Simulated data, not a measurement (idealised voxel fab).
process module | voxel transistor to metal
cross-section cut | 180 nm wide | cells 5 nm
A cross-section is a grid of square cells, given in bands from the top down. A band is one or more rows of cells.
Each band's line starts with the height of the band's top and of its bottom, in nm. Then come its materials from left to right, each with its width in nm. One material with "throughout" fills the band from edge to edge. "air" is empty space.
Height 0 is the level under which the wafer as received is all one material. The lowest band goes on downwards, as in "0 down".
A width such as "30 to 40" changes by the same amount from each row of cells to the next, from the band's top row to its bottom row.
"no change" after a step means that no cell of the cross-section changed.
closed voids: empty space of 8 cells or more with no open way to the top, each as width x height at its distance from the left edge, in nm
after a step's settings: what the simulator itself notes on the step
overlay nm, on a step with a mask: how far to the right of its planned place the mask lay; to the left if negative
plan
1 op RECEIVE | material Si
2 op CONFORMAL_DEP | material SiO2 | thk nm 5
3 op CONFORMAL_DEP | material SiN | thk nm 15
4 op MASKED_ETCH | tone cover | mask id ACTIVE | width nm 100 | etch materials SiN | depth nm 15 | overlay nm 0
5 op MASKED_ETCH | tone cover | mask id ACTIVE | width nm 100 | etch materials SiO2 | depth nm 5 | overlay nm 0
6 op MASKED_ETCH | tone cover | mask id ACTIVE | width nm 100 | etch materials Si | depth nm 20 | overlay nm 0
7 op OXIDIZE | depth nm 5
8 op FILL_DEP | material SiO2 | thk nm 10
9 op CMP | height nm 20
10 op SELECTIVE_ETCH | etch materials SiO2 | depth nm 10
11 op STRIP | etch materials SiN
12 op SELECTIVE_ETCH | etch materials SiO2 | depth nm 5
13 op OXIDIZE | depth nm 5
14 op DIRECTIONAL_DEP | material polySi | thk nm 25
15 op DIRECTIONAL_DEP | material SiCN | thk nm 10
16 op DIRECTIONAL_DEP | material aC | thk nm 10
17 op PATTERN | tone cover | mask id GATE | material resist | width nm 20 | thk nm 30 | overlay nm 0
18 op DIRECTIONAL_ETCH | etch materials aC | depth nm 10
19 op STRIP | etch materials resist
20 op DIRECTIONAL_ETCH | etch materials SiCN | depth nm 20
21 op DIRECTIONAL_ETCH | etch materials polySi | depth nm 35
22 op STRIP | etch materials aC
23 op CONFORMAL_DEP | material SiN | thk nm 10
24 op DIRECTIONAL_ETCH | etch materials SiN | depth nm 10
25 op DIRECTIONAL_ETCH | etch materials SiO2 | depth nm 5
26 op DIRECTIONAL_ETCH | etch materials Si | depth nm 10
27 op EPI | material nSi | thk nm 10
28 op FILL_DEP | material SiO2 | thk nm 5
29 op CMP | height nm 35
30 op DIRECTIONAL_DEP | material SiO2 | thk nm 15
31 op MASKED_ETCH | tone open | mask id CONTACT | width nm 20 | pitch nm 70 | etch materials SiO2 | depth nm 55 | overlay nm 0
32 op CONFORMAL_DEP | material TiN | thk nm 5
33 op FILL_DEP | material W | thk nm 5
34 op CMP | height nm 50
35 op DIRECTIONAL_DEP | material TiN | thk nm 5
36 op DIRECTIONAL_DEP | material Ru | thk nm 20
37 op MASKED_ETCH | tone cover | mask id METAL_1 | width nm 20 | pitch nm 70 | etch materials Ru | depth nm 20 | overlay nm 0
38 op MASKED_ETCH | tone cover | mask id METAL_1 | width nm 20 | pitch nm 70 | etch materials TiN | depth nm 5 | overlay nm 0
39 op FILL_DEP | material lowk | thk nm 10
40 op CMP | height nm 75
41 op CONFORMAL_DEP | material SiCN | thk nm 5
42 op DIRECTIONAL_DEP | material lowk | thk nm 30
43 op DIRECTIONAL_DEP | material aC | thk nm 10
44 op PATTERN | tone open | mask id METAL_2_HOLES | material resist | width nm 15 | pitch nm 70 | thk nm 30 | overlay nm 0
45 op DIRECTIONAL_ETCH | etch materials aC | depth nm 10
46 op STRIP | etch materials resist
47 op DIRECTIONAL_ETCH | etch materials lowk | depth nm 30
48 op STRIP | etch materials aC
49 op PATTERN | tone open | mask id METAL_2 | material resist | width nm 20 | pitch nm 70 | thk nm 20 | overlay nm 0
50 op DIRECTIONAL_ETCH | etch materials lowk | depth nm 15
51 op DIRECTIONAL_ETCH | etch materials SiCN | depth nm 5
52 op STRIP | etch materials resist
53 op CONFORMAL_DEP | material TiN | thk nm 5
54 op FILL_DEP | material Ru | thk nm 5
55 op CMP | height nm 110
56 op CONFORMAL_DEP | material SiN | thk nm 5
as received, after step 1
  0 down: Si throughout
  closed voids: none
first wafer at the end, as planned
  115 to 110: SiN throughout
  110 to 100: lowk 45 | TiN 5 | Ru 10 | TiN 5 | lowk 50 | TiN 5 | Ru 10 | TiN 5 | lowk 45
  100 to 95: lowk 45 | TiN 5 | Ru 5 | TiN 10 | lowk 50 | TiN 5 | Ru 5 | TiN 10 | lowk 45
  95 to 80: lowk 45 | TiN 5 | Ru 5 | TiN 5 | lowk 55 | TiN 5 | Ru 5 | TiN 5 | lowk 50
  80 to 75: SiCN 45 | TiN 15 | SiCN 55 | TiN 15 | SiCN 50
  75 to 55: lowk 45 | Ru 20 | lowk 50 | Ru 20 | lowk 45
  55 to 50: lowk 45 | TiN 20 | lowk 50 | TiN 20 | lowk 45
  50 to 35: SiO2 45 | TiN 5 | W 10 | TiN 5 | SiO2 50 | TiN 5 | W 10 | TiN 5 | SiO2 45
  35 to 25: SiO2 45 | TiN 5 | W 10 | TiN 5 | SiO2 5 | SiN 10 | SiCN 20 | SiN 10 | SiO2 5 | TiN 5 | W 10 | TiN 5 | SiO2 45
  25 to 10: SiO2 45 | TiN 5 | W 10 | TiN 5 | SiO2 5 | SiN 10 | polySi 20 | SiN 10 | SiO2 5 | TiN 5 | W 10 | TiN 5 | SiO2 45
  10 to 5: SiO2 45 | TiN 5 | W 5 | TiN 10 | SiO2 5 | SiN 10 | polySi 20 | SiN 10 | SiO2 5 | TiN 10 | W 5 | TiN 5 | SiO2 45
  5 to 0: SiO2 35 | SiN 10 | TiN 5 | W 5 | TiN 5 | nSi 10 | SiN 10 | polySi 20 | SiN 10 | nSi 10 | TiN 5 | W 5 | TiN 5 | SiN 10 | SiO2 35
  0 to -5: SiO2 45 | TiN 15 | nSi 10 | SiO2 40 | nSi 10 | TiN 15 | SiO2 45
  -5 to -15: SiO2 45 | nSi 25 | Si 40 | nSi 25 | SiO2 45
  -15 to -25: SiO2 45 | Si 90 | SiO2 45
  -25 down: Si throughout
  closed voids: none
second wafer at the end: like start, like plan, one mistake
  115 to 110: SiN throughout
  110 to 100: lowk 45 | TiN 5 | Ru 10 | TiN 5 | lowk 50 | TiN 5 | Ru 10 | TiN 5 | lowk 45
  100 to 95: lowk 45 | TiN 5 | Ru 5 | TiN 10 | lowk 50 | TiN 5 | Ru 5 | TiN 10 | lowk 45
  95 to 80: lowk 45 | TiN 5 | Ru 5 | TiN 5 | lowk 55 | TiN 5 | Ru 5 | TiN 5 | lowk 50
  80 to 75: SiCN 45 | TiN 15 | SiCN 55 | TiN 15 | SiCN 50
  75 to 55: lowk 45 | Ru 20 | lowk 50 | Ru 20 | lowk 45
  55 to 50: lowk 45 | TiN 20 | lowk 50 | TiN 20 | lowk 45
  50 to 35: SiO2 45 | TiN 5 | W 10 | TiN 5 | SiO2 50 | TiN 5 | W 10 | TiN 5 | SiO2 45
  35 to 25: SiO2 45 | TiN 5 | W 10 | TiN 5 | SiO2 5 | SiN 10 | SiCN 20 | SiN 10 | SiO2 5 | TiN 5 | W 10 | TiN 5 | SiO2 45
  25 to 10: SiO2 45 | TiN 5 | W 10 | TiN 5 | SiO2 5 | SiN 10 | polySi 20 | SiN 10 | SiO2 5 | TiN 5 | W 10 | TiN 5 | SiO2 45
  10 to 5: SiO2 45 | TiN 5 | W 5 | TiN 10 | SiO2 5 | SiN 10 | polySi 20 | SiN 10 | SiO2 5 | TiN 20 | SiO2 45
  5 to 0: SiO2 30 | SiN 10 | SiO2 5 | TiN 5 | W 5 | TiN 5 | nSi 10 | SiN 10 | polySi 20 | SiN 10 | nSi 20 | SiN 10 | SiO2 40
  0 to -5: SiO2 45 | TiN 15 | nSi 10 | SiO2 40 | nSi 20 | SiO2 50
  -5 to -15: SiO2 40 | nSi 30 | Si 40 | nSi 20 | Si 5 | SiO2 45
  -15 to -25: SiO2 40 | Si 95 | SiO2 45
  -25 down: Si throughout
  closed voids: none
what went wrong: step 4 ran as: op MASKED_ETCH | tone cover | mask id ACTIVE | width nm 100 | etch materials SiN | depth nm 15 | overlay nm -5
at the end the second wafer has, in cells: 4 more of Si | 2 fewer of SiO2 | 4 fewer of TiN | 2 fewer of W | 4 more of nSi
